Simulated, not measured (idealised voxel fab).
voxel self aligned contacts: a process module
Square cell edge 5 nm, section width 280 nm, ID cut.
A cross-section is written here as square cells arranged in a grid, and it is given in bands from the top down, each band taking up one or more rows of cells.
Top, bottom (nm), then materials left to right with widths (nm); lone material tagged "everywhere" fills the whole band edge to edge; "air" = empty space.
Heights from 0 (as-received wafer is one material below). Bottom band endless downward, as "0 down".
So if you see something like "30..40" for the width, read it as the top row of the band sitting at the first number and the bottom row at the second, with every row in between moving by the same amount as the last.
Take "no change" at face value: in the step it is given for, the cross-section changed in none of its cells.
Entry "Non-vented voids" = empty spaces >= 8 cells with no open way to the top; each as width x height at distance, distance from left edge, all nm.
Whatever follows a step's settings on its line is a remark the simulator itself makes about that step.
The line of a step may include "overlay nm". On a step with a mask, this value is how far to the right of its planned place the mask lay. A negative value means the mask lay to the left.

Steps planned for the process:
step 1: op RECEIVE | material Si
step 2: op OXIDIZE | depth nm 5
step 3: op DIRECTIONAL_DEP | material polySi | thk nm 25
step 4: op DIRECTIONAL_DEP | material SiN | thk nm 20
step 5: op MASKED_ETCH | tone cover | mask id GATE | width nm 30 | pitch nm 65 | etch materials SiN | depth nm 20 | overlay nm 0
step 6: op MASKED_ETCH | tone cover | mask id GATE | width nm 30 | pitch nm 65 | etch materials polySi | depth nm 25 | overlay nm 0
step 7: op CONFORMAL_DEP | material SiN | thk nm 10
step 8: op DIRECTIONAL_ETCH | etch materials SiN | depth nm 10
step 9: op FILL_DEP | material SiO2 | thk nm 10
step 10: op CMP | height nm 50
step 11: op PATTERN | tone open | mask id CONTACT | material resist | width nm 45 | pitch nm 65 | thk nm 15 | overlay nm -15
step 12: op DIRECTIONAL_ETCH | etch materials SiO2 | depth nm 55
step 13: op STRIP | etch materials resist
step 14: op CONFORMAL_DEP | material TiN | thk nm 5
step 15: op FILL_DEP | material W | thk nm 5
step 16: op CMP | height nm 50
step 17: op CONFORMAL_DEP | material SiCN | thk nm 5
What sets these wafers apart? The overlay nm at step 11. They all start alike, and the plan carries the first wafer's value.

As-received state after step 1, first of several wafers, cross-section:
    0 down  Si everywhere
    Non-vented voids: none

Cross-section of the first of several wafers once the module has run through its last step, step 17:
    55 to 50  SiCN everywhere
    50 to 45  SiO2 70 nm, then TiN 35 nm, then W 5 nm, then TiN 5 nm, then SiO2 20 nm, then TiN 35 nm, then W 5 nm, then TiN 5 nm, then SiO2 100 nm
    45 to 25  SiO2 50 nm, then SiN 50 nm, then TiN 5 nm, then W 5 nm, then TiN 5 nm, then SiN 50 nm, then TiN 5 nm, then W 5 nm, then TiN 5 nm, then SiN 50 nm, then SiO2 50 nm
    25 to 0  SiO2 50 nm, then SiN 10 nm, then polySi 30 nm, then SiN 10 nm, then TiN 5 nm, then W 5 nm, then TiN 5 nm, then SiN 10 nm, then polySi 30 nm, then SiN 10 nm, then TiN 5 nm, then W 5 nm, then TiN 5 nm, then SiN 10 nm, then polySi 30 nm, then SiN 10 nm, then SiO2 50 nm
    0 to -5  SiO2 100 nm, then TiN 15 nm, then SiO2 50 nm, then TiN 15 nm, then SiO2 100 nm
    -5 down  Si everywhere
    Non-vented voids: none

The last wafer as seen in cross-section at the end of the module:
    55 to 50  SiCN everywhere
    50 to 45  SiO2 100 nm, then TiN 5 nm, then W 5 nm, then TiN 35 nm, then SiO2 20 nm, then TiN 5 nm, then W 5 nm, then TiN 35 nm, then SiO2 70 nm
    45 to 25  SiO2 50 nm, then SiN 50 nm, then TiN 5 nm, then W 5 nm, then TiN 5 nm, then SiN 50 nm, then TiN 5 nm, then W 5 nm, then TiN 5 nm, then SiN 50 nm, then SiO2 50 nm
    25 to 0  SiO2 50 nm, then SiN 10 nm, then polySi 30 nm, then SiN 10 nm, then TiN 5 nm, then W 5 nm, then TiN 5 nm, then SiN 10 nm, then polySi 30 nm, then SiN 10 nm, then TiN 5 nm, then W 5 nm, then TiN 5 nm, then SiN 10 nm, then polySi 30 nm, then SiN 10 nm, then SiO2 50 nm
    0 to -5  SiO2 100 nm, then TiN 15 nm, then SiO2 50 nm, then TiN 15 nm, then SiO2 100 nm
    -5 down  Si everywhere
    Non-vented voids: none

Tabulated below, wafer by wafer, are the end-of-module results: for each material, the number of cells gained (+) or lost (-) relative to the as-received state, followed by the closed voids:
overlay nm -15, -56 Si, +56 SiCN, +180 SiN, +268 SiO2, +58 TiN, +20 W, +90 polySi, Non-vented voids: none
overlay nm -10, -56 Si, +56 SiCN, +180 SiN, +268 SiO2, +58 TiN, +20 W, +90 polySi, Non-vented voids: none
overlay nm -5, -56 Si, +56 SiCN, +180 SiN, +268 SiO2, +58 TiN, +20 W, +90 polySi, Non-vented voids: none
overlay nm 0, -56 Si, +56 SiCN, +180 SiN, +268 SiO2, +58 TiN, +20 W, +90 polySi, Non-vented voids: none
overlay nm 5, -56 Si, +56 SiCN, +180 SiN, +268 SiO2, +58 TiN, +20 W, +90 polySi, Non-vented voids: none
overlay nm 10, -56 Si, +56 SiCN, +180 SiN, +268 SiO2, +58 TiN, +20 W, +90 polySi, Non-vented voids: none
overlay nm 15, -56 Si, +56 SiCN, +180 SiN, +268 SiO2, +58 TiN, +20 W, +90 polySi, Non-vented voids: none
